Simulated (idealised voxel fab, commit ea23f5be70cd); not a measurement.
voxel capacitor over wiring: a process module
Section cut is 275 nm wide and gridded with 5 nm square cells.
Square cells in a grid make up a cross-section in this document, and the grid is given as bands, listed from the top down, each one or more rows of cells. Look at the band entry: it leads with the top's height and the bottom's height in nm. Then it lists the materials left to right, with a width in nm for each. The word "edge to edge" on a single material says that material fills the band edge to edge. The word "blank" is empty space. Where do heights start? At 0: under that level the wafer as delivered is made of one material only. And the lowest band has no floor; it just carries on downward, as in "0 and below". Top row gets the first number, bottom row gets the second, and each row in between changes by the same step: that is how a band width like "30->40" works. Where a step carries "identical to before", the cross-section came out of it unchanged, cell for cell. In the "Non-vented voids" entry, you get each enclosed empty space of 8 cells or more, one with no open way to the top, written width x height at distance, distance from the left edge, in nm. Note: text after step settings on the step line = simulator remark on that step. overlay nm, on a step with a mask: how far to the right of its planned place the mask lay; to the left if negative.

Process steps foreseen in the plan
1 RECEIVE, material Si
2 CONFORMAL_DEP, material SiO2, thk nm 15
3 CONFORMAL_DEP, material SiCN, thk nm 5
4 DIRECTIONAL_DEP, material lowk, thk nm 25
5 PATTERN, tone open, mask id METAL_1, material resist, width nm 20, pitch nm 80, thk nm 15, overlay nm 0
6 DIRECTIONAL_ETCH, etch materials lowk, depth nm 25
7 DIRECTIONAL_ETCH, etch materials SiCN, depth nm 5
8 STRIP, etch materials resist
9 CONFORMAL_DEP, material TiN, thk nm 5
10 FILL_DEP, material W, thk nm 10
11 CMP, height nm 45
12 EPI, material Ru, thk nm 5
13 FILL_DEP, material SiCN, thk nm 5
14 DIRECTIONAL_DEP, material SiO2, thk nm 10
15 PATTERN, tone open, mask id PLUG_1, material resist, width nm 15, thk nm 15, overlay nm 0
16 DIRECTIONAL_ETCH, etch materials SiO2, depth nm 10
17 DIRECTIONAL_ETCH, etch materials SiCN, depth nm 5
18 STRIP, etch materials resist
19 CONFORMAL_DEP, material TiN, thk nm 5
20 FILL_DEP, material W, thk nm 5
21 CMP, height nm 65
22 DIRECTIONAL_DEP, material TiN, thk nm 5
23 DIRECTIONAL_DEP, material SiN, thk nm 5
24 DIRECTIONAL_DEP, material TiN, thk nm 10
25 DIRECTIONAL_DEP, material aC, thk nm 15
26 PATTERN, tone cover, mask id UPPER_PLATE, material resist, width nm 65, thk nm 30, overlay nm 0
27 DIRECTIONAL_ETCH, etch materials aC, depth nm 15
28 STRIP, etch materials resist
29 DIRECTIONAL_ETCH, etch materials TiN, depth nm 10
30 DIRECTIONAL_ETCH, etch materials SiN, depth nm 5
31 STRIP, etch materials aC
32 PATTERN, tone cover, mask id LOWER_PLATE, material resist, width nm 75, thk nm 15, overlay nm 0
33 DIRECTIONAL_ETCH, etch materials TiN, depth nm 5
34 STRIP, etch materials resist
35 FILL_DEP, material SiO2, thk nm 15
36 CMP, height nm 95
37 MASKED_ETCH, tone open, mask id PLUG_2, width nm 15, etch materials SiO2, depth nm 10, overlay nm 0
38 CONFORMAL_DEP, material TiN, thk nm 5
39 FILL_DEP, material Ru, thk nm 5
40 CMP, height nm 95
41 CONFORMAL_DEP, material SiN, thk nm 5

Wafer cross-section on receipt, i.e. after step 1
	0 and below = Si edge to edge
	Non-vented voids: none

A wafer at the end: this start, this plan, one mistake
	100 down to 95 = SiN edge to edge
	95 down to 90 = 100 nm SiO2; 5 nm TiN; 5 nm Ru; 5 nm TiN; 160 nm SiO2
	90 down to 85 = 100 nm SiO2; 15 nm TiN; 160 nm SiO2
	85 down to 75 = 90 nm SiO2; 65 nm TiN; 120 nm SiO2
	75 down to 70 = 90 nm SiO2; 65 nm SiN; 120 nm SiO2
	70 down to 65 = 85 nm SiO2; 75 nm TiN; 115 nm SiO2
	65 down to 55 = 90 nm SiO2; 5 nm TiN; 5 nm W; 5 nm TiN; 170 nm SiO2
	55 down to 50 = 90 nm SiCN; 15 nm TiN; 170 nm SiCN
	50 down to 45 = 85 nm SiCN; 25 nm Ru; 55 nm SiCN; 25 nm Ru; 85 nm SiCN
	45 down to 20 = 90 nm lowk; 5 nm TiN; 5 nm W; 5 nm TiN; 65 nm lowk; 5 nm TiN; 5 nm W; 5 nm TiN; 90 nm lowk
	20 down to 15 = 90 nm SiCN; 15 nm TiN; 65 nm SiCN; 15 nm TiN; 90 nm SiCN
	15 down to 0 = SiO2 edge to edge
	0 and below = Si edge to edge
	Non-vented voids: none
The mistake made against the process plan was this: planned and actual differ for step 5; actual: PATTERN, tone open, mask id METAL_1, material resist, width nm 15, pitch nm 80, thk nm 15, overlay nm 0
